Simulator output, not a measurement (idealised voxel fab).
The document below concerns the process module designated voxel wiring stack.
Each square cell in cross-section cut measures 5 nm, and the section as a whole is 300 nm wide.
Notation: cross-section as square-cell grid; stated in bands, top first, going down; one or more cell rows per band. Band: top height; bottom height; in nm. Then, left to right: material with width in nm, for each material. "all across": a single material spanning edge to edge. "empty": empty space. Heights are measured from 0, the level below which the as-received wafer is all one material; the lowest band has no bottom and continues downward, written as in "from 0 down". You'd read "30 to 40" like this: the band's top row of cells is as wide as the first number, its bottom row is as wide as the second, and going down, every row changes width by the same amount as the row before did. "nothing different" (step): cross-section cells unchanged, all of them. The list in "Enclosed voids" covers empty spaces of 8 cells or more that cannot reach the top through any open way, and it gives each as width x height at distance; the distance is from the left edge, and width, height and distance are in nm. Whatever follows a step's settings on its line is a remark the simulator itself makes about that step. overlay nm: where the mask lay relative to plan, measured to the right, on steps with a mask; negatives go left.

Steps in the process plan
1,RECEIVE with material Si
2,CONFORMAL_DEP with material SiO2, thk nm 10
3,DIRECTIONAL_DEP with material TiN, thk nm 5
4,DIRECTIONAL_DEP with material Ru, thk nm 15
5,PATTERN with tone cover, mask id METAL_1, material resist, width nm 20, pitch nm 40, thk nm 15, overlay nm 0
6,DIRECTIONAL_ETCH with etch materials Ru, depth nm 15
7,DIRECTIONAL_ETCH with etch materials TiN, depth nm 5
8,STRIP with etch materials resist
9,CONFORMAL_DEP with material SiCN, thk nm 5
10,FILL_DEP with material SiO2, thk nm 5
11,CMP with height nm 30
12,CONFORMAL_DEP with material SiCN, thk nm 5
13,DIRECTIONAL_DEP with material SiO2, thk nm 15
14,DIRECTIONAL_DEP with material aC, thk nm 15
15,PATTERN with tone open, mask id PLUG_1, material resist, width nm 15, pitch nm 40, thk nm 30, overlay nm 0
16,DIRECTIONAL_ETCH with etch materials aC, depth nm 15
17,STRIP with etch materials resist
18,DIRECTIONAL_ETCH with etch materials SiO2, depth nm 15
19,DIRECTIONAL_ETCH with etch materials SiCN, depth nm 5
20,STRIP with etch materials aC
21,CONFORMAL_DEP with material TiN, thk nm 5
22,FILL_DEP with material Cu, thk nm 5
23,CMP with height nm 50
24,CONFORMAL_DEP with material SiN, thk nm 5
25,DIRECTIONAL_DEP with material lowk, thk nm 20
26,DIRECTIONAL_DEP with material aC, thk nm 15
27,PATTERN with tone open, mask id METAL_2, material resist, width nm 20, pitch nm 40, thk nm 30, overlay nm 0
28,DIRECTIONAL_ETCH with etch materials aC, depth nm 15
29,STRIP with etch materials resist
30,DIRECTIONAL_ETCH with etch materials lowk, depth nm 20
31,DIRECTIONAL_ETCH with etch materials SiN, depth nm 5
32,STRIP with etch materials aC
33,CONFORMAL_DEP with material TiN, thk nm 5
34,FILL_DEP with material Cu, thk nm 5
35,CMP with height nm 75
36,CONFORMAL_DEP with material SiCN, thk nm 5
37,DIRECTIONAL_DEP with material lowk, thk nm 30
38,PATTERN with tone open, mask id METAL_3_HOLES, material resist, width nm 15, thk nm 20, overlay nm 0
39,DIRECTIONAL_ETCH with etch materials lowk, depth nm 30
40,STRIP with etch materials resist
41,MASKED_ETCH with tone open, mask id METAL_3, width nm 20, pitch nm 40, etch materials lowk, depth nm 15, overlay nm 0
42,MASKED_ETCH with tone open, mask id METAL_3, width nm 20, pitch nm 40, etch materials SiCN, depth nm 5, overlay nm 0
43,CONFORMAL_DEP with material TiN, thk nm 5
44,FILL_DEP with material Ru, thk nm 5
45,CMP with height nm 110
46,CONFORMAL_DEP with material SiN, thk nm 5

as received, after step 1
  from 0 down = Si all across
  Enclosed voids: none

The plan above was carried out on the starting structure above with one mistake, and this cross-section shows the wafer at the end of the module
  from 115 to 110 = SiN all across
  from 110 to 100 = 120 nm lowk | 5 nm TiN | 10 nm Ru | 5 nm TiN | 20 nm lowk | 5 nm TiN | 10 nm Ru | 5 nm TiN | 120 nm lowk
  from 100 to 95 = 120 nm lowk | 5 nm TiN | 5 nm Ru | 10 nm TiN | 20 nm lowk | 20 nm TiN | 120 nm lowk
  from 95 to 80 = 120 nm lowk | 5 nm TiN | 5 nm Ru | 5 nm TiN | 165 nm lowk
  from 80 to 75 = 120 nm SiCN | 15 nm TiN | 165 nm SiCN
  from 75 to 55 = 120 nm lowk | 5 nm TiN | 10 nm Cu | 5 nm TiN | 20 nm lowk | 5 nm TiN | 10 nm Cu | 5 nm TiN | 120 nm lowk
  from 55 to 50 = 120 nm SiN | 20 nm TiN | 20 nm SiN | 20 nm TiN | 120 nm SiN
  from 50 to 35 = 120 nm SiO2 | 5 nm TiN | 5 nm Cu | 5 nm TiN | 25 nm SiO2 | 5 nm TiN | 5 nm Cu | 5 nm TiN | 125 nm SiO2
  from 35 to 30 = 120 nm SiCN | 15 nm TiN | 25 nm SiCN | 15 nm TiN | 125 nm SiCN
  from 30 to 20 = 115 nm SiO2 | 5 nm SiCN | 20 nm Ru | 5 nm SiCN | 10 nm SiO2 | 5 nm SiCN | 20 nm Ru | 5 nm SiCN | 115 nm SiO2
  from 20 to 15 = 120 nm SiCN | 20 nm Ru | 20 nm SiCN | 20 nm Ru | 120 nm SiCN
  from 15 to 10 = SiN all across
  from 10 to 0 = SiO2 all across
  from 0 down = Si all across
  Enclosed voids: none
Which mistake was made when the wafer was run? heads up, step 3 didn't go per plan, it actually ran as DIRECTIONAL_DEP with material SiN, thk nm 5
